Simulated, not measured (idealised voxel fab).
process module | voxel quadruple lines
cross-section cut | 290 nm wide | cells 5 nm
A cross-section is a grid of square cells, given in bands from the top down. A band is one or more rows of cells.
Each band's line starts with the height of the band's top and of its bottom, in nm. Then come its materials from left to right, each with its width in nm. One material with "throughout" fills the band from edge to edge. "air" is empty space.
Height 0 is the level under which the wafer as received is all one material. The lowest band goes on downwards, as in "0 down".
A width such as "30 to 40" changes by the same amount from each row of cells to the next, from the band's top row to its bottom row.
"no change" after a step means that no cell of the cross-section changed.
closed voids: empty space of 8 cells or more with no open way to the top, each as width x height at its distance from the left edge, in nm
after a step's settings: what the simulator itself notes on the step
overlay nm, on a step with a mask: how far to the right of its planned place the mask lay; to the left if negative
plan
1 op RECEIVE | material Si
2 op CONFORMAL_DEP | material SiO2 | thk nm 10
3 op DIRECTIONAL_DEP | material W | thk nm 10
4 op DIRECTIONAL_DEP | material polySi | thk nm 15
5 op DIRECTIONAL_DEP | material aC | thk nm 25
6 op PATTERN | tone cover | mask id MANDREL | material resist | width nm 30 | thk nm 30 | overlay nm 0
7 op DIRECTIONAL_ETCH | etch materials aC | depth nm 25
8 op STRIP | etch materials resist
9 op CONFORMAL_DEP | material SiO2 | thk nm 10
10 op DIRECTIONAL_ETCH | etch materials SiO2 | depth nm 10
11 op STRIP | etch materials aC
12 op DIRECTIONAL_ETCH | etch materials polySi | depth nm 15
13 op STRIP | etch materials SiO2
14 op CONFORMAL_DEP | material SiCN | thk nm 10
15 op DIRECTIONAL_ETCH | etch materials SiCN | depth nm 10
16 op STRIP | etch materials polySi
17 op DIRECTIONAL_ETCH | etch materials W | depth nm 10
18 op STRIP | etch materials SiCN
first wafer, as planned
as received, after step 1
  0 down: Si throughout
  closed voids: none
after step 2
  10 to 0: SiO2 throughout
  below 0: unchanged
after step 3
  20 to 10: W throughout
  below 10: unchanged
after step 4
  35 to 20: polySi throughout
  below 20: unchanged
after step 5
  60 to 35: aC throughout
  below 35: unchanged
after step 6
  90 to 60: air 130 | resist 30 | air 130
  below 60: unchanged
after step 7
  65 to 60: air 130 | resist 30 | air 130
  60 to 35: air 130 | aC 30 | air 130
  below 35: unchanged
after step 8
  60 to 35: air 130 | aC 30 | air 130
  below 35: unchanged
after step 9
  70 to 60: air 120 | SiO2 50 | air 120
  60 to 45: air 120 | SiO2 10 | aC 30 | SiO2 10 | air 120
  45 to 35: SiO2 130 | aC 30 | SiO2 130
  below 35: unchanged
after step 10
  60 to 35: air 120 | SiO2 10 | aC 30 | SiO2 10 | air 120
  below 35: unchanged
after step 11
  60 to 35: air 120 | SiO2 10 | air 30 | SiO2 10 | air 120
  below 35: unchanged
after step 12
  60 to 35: air 120 | SiO2 10 | air 30 | SiO2 10 | air 120
  35 to 20: air 120 | polySi 10 | air 30 | polySi 10 | air 120
  below 20: unchanged
after step 13
  35 to 20: air 120 | polySi 10 | air 30 | polySi 10 | air 120
  below 20: unchanged
after step 14
  45 to 35: air 110 | SiCN 30 | air 10 | SiCN 30 | air 110
  35 to 30: air 110 | SiCN 10 | polySi 10 | SiCN 10 | air 10 | SiCN 10 | polySi 10 | SiCN 10 | air 110
  30 to 20: SiCN 120 | polySi 10 | SiCN 30 | polySi 10 | SiCN 120
  below 20: unchanged
after step 15
  35 to 20: air 110 | SiCN 10 | polySi 10 | SiCN 10 | air 10 | SiCN 10 | polySi 10 | SiCN 10 | air 110
  below 20: unchanged
after step 16
  35 to 20: air 110 | SiCN 10 | air 10 | SiCN 10 | air 10 | SiCN 10 | air 10 | SiCN 10 | air 110
  below 20: unchanged
after step 17
  35 to 20: air 110 | SiCN 10 | air 10 | SiCN 10 | air 10 | SiCN 10 | air 10 | SiCN 10 | air 110
  20 to 10: air 110 | W 10 | air 10 | W 10 | air 10 | W 10 | air 10 | W 10 | air 110
  below 10: unchanged
after step 18
  20 to 10: air 110 | W 10 | air 10 | W 10 | air 10 | W 10 | air 10 | W 10 | air 110
  below 10: unchanged
second wafer: like start, like plan, one mistake. Through step 11 it matches the first wafer
when step 12 should have ended
  60 to 35: air 120 | SiO2 10 | air 30 | SiO2 10 | air 120
  35 to 20: air 120 | polySi 10 | air 30 | polySi 10 | air 120
  below 20: unchanged
when step 13 should have ended
  35 to 20: air 120 | polySi 10 | air 30 | polySi 10 | air 120
  below 20: unchanged
when step 14 should have ended
  45 to 35: air 110 | SiCN 30 | air 10 | SiCN 30 | air 110
  35 to 30: air 110 | SiCN 10 | polySi 10 | SiCN 10 | air 10 | SiCN 10 | polySi 10 | SiCN 10 | air 110
  30 to 20: SiCN 120 | polySi 10 | SiCN 30 | polySi 10 | SiCN 120
  below 20: unchanged
when step 15 should have ended
  35 to 20: air 110 | SiCN 10 | polySi 10 | SiCN 10 | air 10 | SiCN 10 | polySi 10 | SiCN 10 | air 110
  below 20: unchanged
when step 16 should have ended
  35 to 20: air 110 | SiCN 10 | air 10 | SiCN 10 | air 10 | SiCN 10 | air 10 | SiCN 10 | air 110
  below 20: unchanged
when step 17 should have ended
  35 to 20: air 110 | SiCN 10 | air 10 | SiCN 10 | air 10 | SiCN 10 | air 10 | SiCN 10 | air 110
  20 to 10: air 110 | W 10 | air 10 | W 10 | air 10 | W 10 | air 10 | W 10 | air 110
  below 10: unchanged
when step 18 should have ended
  20 to 10: air 110 | W 10 | air 10 | W 10 | air 10 | W 10 | air 10 | W 10 | air 110
  below 10: unchanged
what went wrong: step 12 was run twice
at the end the two cross-sections are the same: no effect in what this model computes
